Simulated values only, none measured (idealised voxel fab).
The following is a process module called voxel wiring stack.
Section cut is 255 nm wide and gridded with 5 nm square cells.
Format of a cross-section: grid, square cells. Given as bands. Order: top down. Band: one or more rows of cells.
Each band's line starts with the height of the band's top and of its bottom, in nm. Then come its materials from left to right, each with its width in nm. One material with "edge to edge" fills the band from edge to edge. "empty" is empty space.
Counting heights begins at 0, where everything beneath is, in the wafer as received, one material. The lowest band has no bottom; it goes on downwards, as "0 and below" shows.
When a width is written as two numbers, as in "30 to 40", the first number is the width in the top row of cells of the band and the second is the width in its bottom row, and the width changes by the same amount from each row to the next.
You'll sometimes find "nothing different" written for a step, and that's the way of saying that nowhere in the cross-section did a cell change during that step.
Under "Enclosed voids" you'll find the enclosed gaps, the ones with no way out to the top, that are 8 cells or bigger; each reads width x height at distance, with distance counted from the left edge, everything in nm.
Where a step's line continues beyond its settings, the continuation is a remark by the simulator itself on that step.
overlay nm: how far to the right of its planned place the mask lay on this masked step (negative: to the left).
Steps in the process plan
1: RECEIVE [material Si]
2: CONFORMAL_DEP [material SiO2] [thk nm 10]
3: CONFORMAL_DEP [material SiCN] [thk nm 5]
4: DIRECTIONAL_DEP [material SiO2] [thk nm 20]
5: DIRECTIONAL_DEP [material aC] [thk nm 10]
6: PATTERN [tone open] [mask id METAL_1] [material resist] [width nm 30] [pitch nm 55] [thk nm 30] [overlay nm 0]
7: DIRECTIONAL_ETCH [etch materials aC] [depth nm 10]
8: STRIP [etch materials resist]
9: DIRECTIONAL_ETCH [etch materials SiO2] [depth nm 20]
10: DIRECTIONAL_ETCH [etch materials SiCN] [depth nm 5]
11: STRIP [etch materials aC]
12: CONFORMAL_DEP [material TiN] [thk nm 5]
13: FILL_DEP [material Ru] [thk nm 10]
14: CMP [height nm 35]
15: CONFORMAL_DEP [material SiCN] [thk nm 5]
16: DIRECTIONAL_DEP [material lowk] [thk nm 20]
17: DIRECTIONAL_DEP [material aC] [thk nm 15]
18: PATTERN [tone open] [mask id PLUG_1] [material resist] [width nm 15] [thk nm 35] [overlay nm 0]
19: DIRECTIONAL_ETCH [etch materials aC] [depth nm 15]
20: STRIP [etch materials resist]
21: DIRECTIONAL_ETCH [etch materials lowk] [depth nm 20]
22: DIRECTIONAL_ETCH [etch materials SiCN] [depth nm 5]
23: STRIP [etch materials aC]
24: CONFORMAL_DEP [material TiN] [thk nm 5]
25: FILL_DEP [material Cu] [thk nm 10]
26: CMP [height nm 60]
27: CONFORMAL_DEP [material SiN] [thk nm 5]
28: DIRECTIONAL_DEP [material SiO2] [thk nm 25]
29: MASKED_ETCH [tone open] [mask id METAL_2] [width nm 30] [pitch nm 55] [etch materials SiO2] [depth nm 25] [overlay nm 0]
30: MASKED_ETCH [tone open] [mask id METAL_2] [width nm 30] [pitch nm 55] [etch materials SiN] [depth nm 5] [overlay nm 0]
31: CONFORMAL_DEP [material TiN] [thk nm 5]
32: FILL_DEP [material Ru] [thk nm 5]
33: CMP [height nm 90]
34: CONFORMAL_DEP [material SiN] [thk nm 5]
As received, after step 1
  0 and below: Si edge to edge
  Enclosed voids: none
Same starting wafer, same plan as above, one mistake in the execution; this is the cross-section at the end of the module
  95 down to 90: SiN edge to edge
  90 down to 65: 85 of SiO2  5 of TiN  20 of Ru  5 of TiN  25 of SiO2  5 of TiN  20 of Ru  5 of TiN  85 of SiO2
  65 down to 60: 85 of SiN  30 of TiN  25 of SiN  30 of TiN  85 of SiN
  60 down to 40: 80 of Cu  5 of TiN  15 of lowk  5 of TiN  150 of Cu
  40 down to 35: 85 of TiN  15 of SiCN  155 of TiN
  35 down to 15: 85 of SiO2  5 of TiN  20 of Ru  5 of TiN  25 of SiO2  5 of TiN  20 of Ru  5 of TiN  85 of SiO2
  15 down to 10: 85 of SiCN  30 of TiN  25 of SiCN  30 of TiN  85 of SiCN
  10 down to 0: SiO2 edge to edge
  0 and below: Si edge to edge
  Enclosed voids: none
Run error: rather than as planned, step 18 actually ran as PATTERN [tone cover] [mask id PLUG_1] [material resist] [width nm 15] [thk nm 35] [overlay nm 0]
